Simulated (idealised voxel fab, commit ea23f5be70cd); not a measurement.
Process module, titled voxel wiring stack
Displayed cross-section: cut, width of 190 nm, square cells sized 5 nm.
A cross-section is a grid of square cells, given in bands from the top down. A band is one or more rows of cells.
Quick guide to a band line: top height, bottom height (nm) up front; then every material left to right with its width in nm. Only one material and it's marked "edge to edge"? Then it fills the band edge to edge. And "empty" just means empty space.
We count height from 0. Below that, the starting wafer is all one material. The lowest band never ends at the bottom but goes on down; see "0 nm and below" for how that is written.
Read "30..40" as a graded width: first number on top, second number at the bottom, same change between each pair of neighbouring rows.
"remained unchanged" for a step: no cell of the cross-section changed in that step.
Any empty space of 8 cells or more lacking an open way to the top shows up in "Closed-off voids" as width x height at distance, distance from the left edge, in nm.
What comes after the settings on a step's line is commentary from the simulator itself on that step.
"overlay nm" answers the question of how far to the right of plan the mask lay on a step that has a mask, and when it is negative the answer is to the left.

Below is the list of planned process steps:
1. RECEIVE, material Si
2. CONFORMAL_DEP, material SiO2, thk nm 15
3. CONFORMAL_DEP, material SiN, thk nm 5
4. DIRECTIONAL_DEP, material lowk, thk nm 25
5. PATTERN, tone open, mask id METAL_1, material resist, width nm 20, pitch nm 40, thk nm 15, overlay nm 0
6. DIRECTIONAL_ETCH, etch materials lowk, depth nm 25
7. DIRECTIONAL_ETCH, etch materials SiN, depth nm 5
8. STRIP, etch materials resist
9. CONFORMAL_DEP, material TiN, thk nm 5
10. FILL_DEP, material W, thk nm 10
11. CMP, height nm 45
12. EPI, material Ru, thk nm 5
13. FILL_DEP, material SiCN, thk nm 5
14. DIRECTIONAL_DEP, material lowk, thk nm 30
15. DIRECTIONAL_DEP, material aC, thk nm 10
16. PATTERN, tone open, mask id METAL_2, material resist, width nm 20, pitch nm 40, thk nm 25, overlay nm 0
17. DIRECTIONAL_ETCH, etch materials aC, depth nm 10
18. STRIP, etch materials resist
19. DIRECTIONAL_ETCH, etch materials lowk, depth nm 20
20. STRIP, etch materials aC
21. PATTERN, tone open, mask id METAL_2_HOLES, material resist, width nm 15, pitch nm 40, thk nm 20, overlay nm 0
22. DIRECTIONAL_ETCH, etch materials lowk, depth nm 10
23. DIRECTIONAL_ETCH, etch materials SiCN, depth nm 5
24. STRIP, etch materials resist
25. CONFORMAL_DEP, material TiN, thk nm 5
26. FILL_DEP, material Ru, thk nm 5
27. CMP, height nm 85
28. CONFORMAL_DEP, material SiCN, thk nm 5
29. DIRECTIONAL_DEP, material lowk, thk nm 15
30. DIRECTIONAL_DEP, material aC, thk nm 15
31. PATTERN, tone open, mask id PLUG_2, material resist, width nm 15, thk nm 30, overlay nm 0
32. DIRECTIONAL_ETCH, etch materials aC, depth nm 15
33. STRIP, etch materials resist
34. DIRECTIONAL_ETCH, etch materials lowk, depth nm 15
35. DIRECTIONAL_ETCH, etch materials SiCN, depth nm 5
36. STRIP, etch materials aC
37. CONFORMAL_DEP, material TiN, thk nm 5
38. FILL_DEP, material Cu, thk nm 5
39. CMP, height nm 105
40. CONFORMAL_DEP, material SiCN, thk nm 5
41. DIRECTIONAL_DEP, material SiO2, thk nm 15
42. PATTERN, tone open, mask id METAL_3, material resist, width nm 20, pitch nm 40, thk nm 20, overlay nm 0
43. DIRECTIONAL_ETCH, etch materials SiO2, depth nm 15
44. DIRECTIONAL_ETCH, etch materials SiCN, depth nm 5
45. STRIP, etch materials resist
46. CONFORMAL_DEP, material TiN, thk nm 5
47. FILL_DEP, material Cu, thk nm 10
48. CMP, height nm 125
49. CONFORMAL_DEP, material SiN, thk nm 5

As received (post step 1): cross-section:
	0 nm and below | Si edge to edge
	Closed-off voids: none

Cross-sectional image of the first of two wafers at the end of the module, the run having proceeded as planned:
	130 nm to 125 nm | SiN edge to edge
	125 nm to 110 nm | SiO2 65, then TiN 5, then Cu 10, then TiN 5, then SiO2 20, then TiN 5, then Cu 10, then TiN 5, then SiO2 65
	110 nm to 105 nm | SiCN 65, then TiN 20, then SiCN 20, then TiN 20, then SiCN 65
	105 nm to 90 nm | lowk 65, then TiN 5, then Cu 5, then TiN 5, then lowk 110
	90 nm to 85 nm | SiCN 65, then TiN 15, then SiCN 110
	85 nm to 70 nm | lowk 65, then TiN 5, then Ru 10, then TiN 5, then lowk 20, then TiN 5, then Ru 10, then TiN 5, then lowk 65
	70 nm to 65 nm | lowk 65, then TiN 5, then Ru 5, then TiN 10, then lowk 20, then TiN 5, then Ru 5, then TiN 10, then lowk 65
	65 nm to 55 nm | lowk 65, then TiN 5, then Ru 5, then TiN 5, then lowk 25, then TiN 5, then Ru 5, then TiN 5, then lowk 70
	55 nm to 50 nm | SiCN 65, then TiN 15, then SiCN 25, then TiN 15, then SiCN 70
	50 nm to 45 nm | SiCN 60, then Ru 30, then SiCN 10, then Ru 30, then SiCN 60
	45 nm to 20 nm | lowk 65, then TiN 5, then W 10, then TiN 5, then lowk 20, then TiN 5, then W 10, then TiN 5, then lowk 65
	20 nm to 15 nm | SiN 65, then TiN 20, then SiN 20, then TiN 20, then SiN 65
	15 nm to 0 nm | SiO2 edge to edge
	0 nm and below | Si edge to edge
	Closed-off voids: none

Second of two wafers, module complete, sectioned: it shares the first wafer's start and plan but was run with one mistake:
	130 nm to 125 nm | SiN edge to edge
	125 nm to 110 nm | SiO2 65, then TiN 5, then Cu 10, then TiN 5, then SiO2 20, then TiN 5, then Cu 10, then TiN 5, then SiO2 65
	110 nm to 105 nm | SiCN 65, then TiN 20, then SiCN 20, then TiN 20, then SiCN 65
	105 nm to 90 nm | lowk 65, then TiN 5, then Cu 5, then TiN 5, then lowk 110
	90 nm to 85 nm | SiCN 65, then TiN 15, then SiCN 110
	85 nm to 70 nm | lowk 65, then TiN 5, then Ru 10, then TiN 5, then lowk 20, then TiN 5, then Ru 10, then TiN 5, then lowk 65
	70 nm to 65 nm | lowk 65, then TiN 5, then Ru 5, then TiN 10, then lowk 20, then TiN 5, then Ru 5, then TiN 10, then lowk 65
	65 nm to 55 nm | lowk 65, then TiN 5, then Ru 5, then TiN 5, then lowk 25, then TiN 5, then Ru 5, then TiN 5, then lowk 70
	55 nm to 50 nm | SiCN 65, then TiN 15, then SiCN 25, then TiN 15, then SiCN 70
	50 nm to 45 nm | SiCN 60, then Ru 30, then SiCN 10, then Ru 30, then SiCN 60
	45 nm to 35 nm | lowk 65, then TiN 5, then W 10, then TiN 5, then lowk 20, then TiN 5, then W 10, then TiN 5, then lowk 65
	35 nm to 30 nm | SiN 65, then TiN 20, then SiN 20, then TiN 20, then SiN 65
	30 nm to 0 nm | SiO2 edge to edge
	0 nm and below | Si edge to edge
	Closed-off voids: none
What went wrong in running the wafer? yeah, plan step 2 got run twice
At the finish, the second wafer shows more or fewer cells for some materials than the first does: SiO2 +114; TiN -12; W -12; lowk -90
